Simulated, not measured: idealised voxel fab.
Title: Process Module voxel transistor to metal
We display cut, a cross-section 155 nm in width whose square cells are each 5 nm.
Format of a cross-section: grid, square cells. Given as bands. Order: top down. Band: one or more rows of cells.
Read a band's entry like this: the first values are the height of its top and the height of its bottom in nm, and what follows is the sequence of materials from left to right, each with its width in nm. Note that "blank" is empty space, and that a single material marked "all across" reaches across the band from edge to edge.
Height datum 0, below which the as-received substrate wafer is one material. Lowest band open at the bottom, running downward: "top 0, no bottom".
You'd read "30..40" like this: the band's top row of cells is as wide as the first number, its bottom row is as wide as the second, and going down, every row changes width by the same amount as the row before did.
When a step is marked "nothing different", none of the cells in the cross-section changed during that step.
Each empty space that has no open way to the top and spans at least 8 cells appears under "Closed cavities" as width x height at distance, the distance counted from the left edge, all in nm.
Heads up: the bit after the settings on a step's line is the simulator's remark on that step.
overlay nm: on a step with a mask, how far right of its planned place the mask lay; negative means left.

This section lists the process steps that were planned:
1: RECEIVE: material Si
2: OXIDIZE: depth nm 5
3: CONFORMAL_DEP: material SiN, thk nm 15
4: MASKED_ETCH: tone cover, mask id ACTIVE, width nm 105, etch materials SiN, depth nm 15, overlay nm 0
5: MASKED_ETCH: tone cover, mask id ACTIVE, width nm 105, etch materials SiO2, depth nm 5, overlay nm 0
6: MASKED_ETCH: tone cover, mask id ACTIVE, width nm 105, etch materials Si, depth nm 35, overlay nm 0
7: OXIDIZE: depth nm 5
8: FILL_DEP: material SiO2, thk nm 10
9: CMP: height nm 15
10: SELECTIVE_ETCH: etch materials SiO2, depth nm 10
11: STRIP: etch materials SiN
12: SELECTIVE_ETCH: etch materials SiO2, depth nm 5
13: OXIDIZE: depth nm 5
14: DIRECTIONAL_DEP: material polySi, thk nm 25
15: DIRECTIONAL_DEP: material SiCN, thk nm 15
16: DIRECTIONAL_DEP: material aC, thk nm 10
17: PATTERN: tone cover, mask id GATE, material resist, width nm 15, thk nm 25, overlay nm 0
18: DIRECTIONAL_ETCH: etch materials aC, depth nm 10
19: STRIP: etch materials resist
20: DIRECTIONAL_ETCH: etch materials SiCN, depth nm 25
21: DIRECTIONAL_ETCH: etch materials polySi, depth nm 35
22: STRIP: etch materials aC
23: CONFORMAL_DEP: material SiO2, thk nm 5
24: DIRECTIONAL_ETCH: etch materials SiO2, depth nm 5
25: CONFORMAL_DEP: material SiN, thk nm 10
26: DIRECTIONAL_ETCH: etch materials SiN, depth nm 10
27: DIRECTIONAL_ETCH: etch materials SiO2, depth nm 5
28: DIRECTIONAL_ETCH: etch materials Si, depth nm 5
29: EPI: material pSi, thk nm 10
30: FILL_DEP: material SiO2, thk nm 5
31: CMP: height nm 35
32: DIRECTIONAL_DEP: material SiO2, thk nm 15
33: PATTERN: tone open, mask id CONTACT, material resist, width nm 20, pitch nm 65, thk nm 20, overlay nm 0
34: DIRECTIONAL_ETCH: etch materials SiO2, depth nm 50
35: STRIP: etch materials resist
36: CONFORMAL_DEP: material TiN, thk nm 5
37: FILL_DEP: material W, thk nm 5
38: CMP: height nm 50
39: CONFORMAL_DEP: material SiCN, thk nm 5
40: DIRECTIONAL_DEP: material SiO2, thk nm 25
41: PATTERN: tone open, mask id METAL_1, material resist, width nm 20, pitch nm 65, thk nm 15, overlay nm 0
42: DIRECTIONAL_ETCH: etch materials SiO2, depth nm 25
43: DIRECTIONAL_ETCH: etch materials SiCN, depth nm 5
44: STRIP: etch materials resist
45: CONFORMAL_DEP: material TiN, thk nm 5
46: FILL_DEP: material W, thk nm 5
47: CMP: height nm 80
48: EPI: material Ru, thk nm 5
49: FILL_DEP: material SiCN, thk nm 5

Incoming wafer in cross-section (state: after step 1):
> top 0, no bottom: Si all across
> Closed cavities: none

Here's the wafer cut in cross-section after the module, started and planned just like above, except one thing was done wrong in the run:
> top 90, bottom 85: SiCN all across
> top 85, bottom 80: SiCN 30 nm; Ru 30 nm; SiCN 35 nm; Ru 30 nm; SiCN 30 nm
> top 80, bottom 55: SiO2 35 nm; TiN 5 nm; W 10 nm; TiN 5 nm; SiO2 45 nm; TiN 5 nm; W 10 nm; TiN 5 nm; SiO2 35 nm
> top 55, bottom 50: SiCN 35 nm; TiN 20 nm; SiCN 45 nm; TiN 20 nm; SiCN 35 nm
> top 50, bottom 35: SiO2 35 nm; TiN 5 nm; W 10 nm; TiN 5 nm; SiO2 45 nm; TiN 5 nm; W 10 nm; TiN 5 nm; SiO2 35 nm
> top 35, bottom 20: SiO2 35 nm; TiN 5 nm; W 10 nm; TiN 5 nm; SiN 10 nm; SiO2 5 nm; SiCN 15 nm; SiO2 5 nm; SiN 10 nm; TiN 5 nm; W 10 nm; TiN 5 nm; SiO2 35 nm
> top 20, bottom 5: SiO2 35 nm; TiN 5 nm; W 10 nm; TiN 5 nm; SiN 10 nm; SiO2 5 nm; polySi 15 nm; SiO2 5 nm; SiN 10 nm; TiN 5 nm; W 10 nm; TiN 5 nm; SiO2 35 nm
> top 5, bottom 0: SiO2 35 nm; TiN 20 nm; SiN 10 nm; SiO2 5 nm; polySi 15 nm; SiO2 5 nm; SiN 10 nm; TiN 20 nm; SiO2 35 nm
> top 0, bottom -5: SiO2 25 nm; SiN 10 nm; SiO2 20 nm; SiN 10 nm; SiO2 5 nm; polySi 15 nm; SiO2 5 nm; SiN 10 nm; SiO2 20 nm; SiN 10 nm; SiO2 25 nm
> top -5, bottom -10: SiO2 35 nm; pSi 20 nm; SiO2 45 nm; pSi 20 nm; SiO2 35 nm
> top -10, bottom -45: SiO2 30 nm; Si 95 nm; SiO2 30 nm
> top -45, no bottom: Si all across
> Closed cavities: none
What broke from the plan during processing? steps 28 and 29 swapped
